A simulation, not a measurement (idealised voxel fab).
You're looking at the process module voxel transistor to metal.
Shown is cross-section cut, with a width of 205 nm and square cells of size 5 nm.
This document writes a cross-section as a grid whose cells are square, and gives it as bands, listed from the top down; one or more rows of cells form a band.
For a band, the entry starts with two heights in nm, that of the top and then that of the bottom, and carries on with the band's materials in order from left to right, each alongside its width in nm; the word "throughout" beside a single material means it fills the band edge to edge, and "empty" means empty space.
For the purposes of this specification, 0 denotes the height below which the wafer in its as-received condition is composed wholly of one material, and the lowermost band, lacking a lower limit, extends downward without end, as expressed in "0 down".
Note: "30->40" means the width goes from the first number (top row of the band) to the second number (bottom row) in equal steps per row of cells.
"no change" (step): cross-section cells unchanged, all of them.
Enclosed voids (no open way to top), threshold 8 cells or more, entry "Closed internal cavities", notation width x height at distance, distance from left edge, nm.
What comes after the settings on a step's line is commentary from the simulator itself on that step.
"overlay nm" answers the question of how far to the right of plan the mask lay on a step that has a mask, and when it is negative the answer is to the left.
### Planned step list for the process
1: RECEIVE,material Si
2: CONFORMAL_DEP,material SiO2,thk nm 5
3: CONFORMAL_DEP,material SiN,thk nm 15
4: DIRECTIONAL_DEP,material aC,thk nm 15
5: PATTERN,tone cover,mask id ACTIVE,material resist,width nm 115,thk nm 35,overlay nm 0
6: DIRECTIONAL_ETCH,etch materials aC,depth nm 15
7: STRIP,etch materials resist
8: DIRECTIONAL_ETCH,etch materials SiN,depth nm 15
9: DIRECTIONAL_ETCH,etch materials SiO2,depth nm 5
10: DIRECTIONAL_ETCH,etch materials Si,depth nm 30
11: STRIP,etch materials aC
12: OXIDIZE,depth nm 5
13: FILL_DEP,material SiO2,thk nm 5
14: CMP,height nm 20
15: SELECTIVE_ETCH,etch materials SiO2,depth nm 15
16: STRIP,etch materials SiN
17: SELECTIVE_ETCH,etch materials SiO2,depth nm 5
18: OXIDIZE,depth nm 5
19: DIRECTIONAL_DEP,material polySi,thk nm 20
20: DIRECTIONAL_DEP,material SiCN,thk nm 15
21: PATTERN,tone cover,mask id GATE,material resist,width nm 25,thk nm 20,overlay nm 0
22: DIRECTIONAL_ETCH,etch materials SiCN,depth nm 25
23: DIRECTIONAL_ETCH,etch materials polySi,depth nm 30
24: STRIP,etch materials resist
25: CONFORMAL_DEP,material SiO2,thk nm 5
26: DIRECTIONAL_ETCH,etch materials SiO2,depth nm 5
27: CONFORMAL_DEP,material SiN,thk nm 5
28: DIRECTIONAL_ETCH,etch materials SiN,depth nm 5
29: DIRECTIONAL_ETCH,etch materials SiO2,depth nm 5
30: DIRECTIONAL_ETCH,etch materials Si,depth nm 10
31: EPI,material pSi,thk nm 15
32: FILL_DEP,material SiO2,thk nm 5
33: CMP,height nm 35
34: DIRECTIONAL_DEP,material SiO2,thk nm 15
35: PATTERN,tone open,mask id CONTACT,material resist,width nm 20,pitch nm 75,thk nm 20,overlay nm 0
36: DIRECTIONAL_ETCH,etch materials SiO2,depth nm 50
37: STRIP,etch materials resist
38: CONFORMAL_DEP,material TiN,thk nm 5
39: FILL_DEP,material Ru,thk nm 5
40: CMP,height nm 50
41: CONFORMAL_DEP,material SiN,thk nm 5
42: DIRECTIONAL_DEP,material lowk,thk nm 15
43: PATTERN,tone open,mask id METAL_1,material resist,width nm 20,pitch nm 75,thk nm 15,overlay nm 0
44: DIRECTIONAL_ETCH,etch materials lowk,depth nm 15
45: DIRECTIONAL_ETCH,etch materials SiN,depth nm 5
46: STRIP,etch materials resist
47: CONFORMAL_DEP,material TiN,thk nm 5
48: FILL_DEP,material W,thk nm 5
49: CMP,height nm 70
50: CONFORMAL_DEP,material SiN,thk nm 5
### The cross-section here shows the wafer as received, i.e. in its state after step 1
* 0 down = Si throughout
* Closed internal cavities: none
### Final wafer profile in cross-section after the module, from the same start and plan as above, with one mistake made during processing
* 75 to 70 = SiN throughout
* 70 to 55 = lowk: 55, then TiN: 5, then W: 10, then TiN: 5, then lowk: 55, then TiN: 5, then W: 10, then TiN: 5, then lowk: 55
* 55 to 50 = SiN: 55, then TiN: 20, then SiN: 55, then TiN: 20, then SiN: 55
* 50 to 35 = SiO2: 55, then TiN: 5, then Ru: 10, then TiN: 5, then SiO2: 55, then TiN: 5, then Ru: 10, then TiN: 5, then SiO2: 55
* 35 to 20 = SiO2: 55, then TiN: 5, then Ru: 10, then TiN: 5, then SiO2: 5, then SiN: 5, then SiO2: 5, then SiCN: 25, then SiO2: 5, then SiN: 5, then SiO2: 5, then TiN: 5, then Ru: 10, then TiN: 5, then SiO2: 55
* 20 to 5 = SiO2: 55, then TiN: 5, then Ru: 10, then TiN: 5, then SiO2: 5, then SiN: 5, then SiO2: 5, then polySi: 25, then SiO2: 5, then SiN: 5, then SiO2: 5, then TiN: 5, then Ru: 10, then TiN: 5, then SiO2: 55
* 5 to 0 = SiO2: 55, then TiN: 20, then SiO2: 5, then SiN: 5, then SiO2: 5, then polySi: 25, then SiO2: 5, then SiN: 5, then SiO2: 5, then TiN: 20, then SiO2: 55
* 0 to -10 = SiO2 throughout
* -10 to -35 = SiO2: 50, then Si: 105, then SiO2: 50
* -35 down = Si throughout
* Closed internal cavities: none
The mistake made against the process plan was this: the process deviated at step 18: the operation and settings actually run there were OXIDIZE,depth nm 10
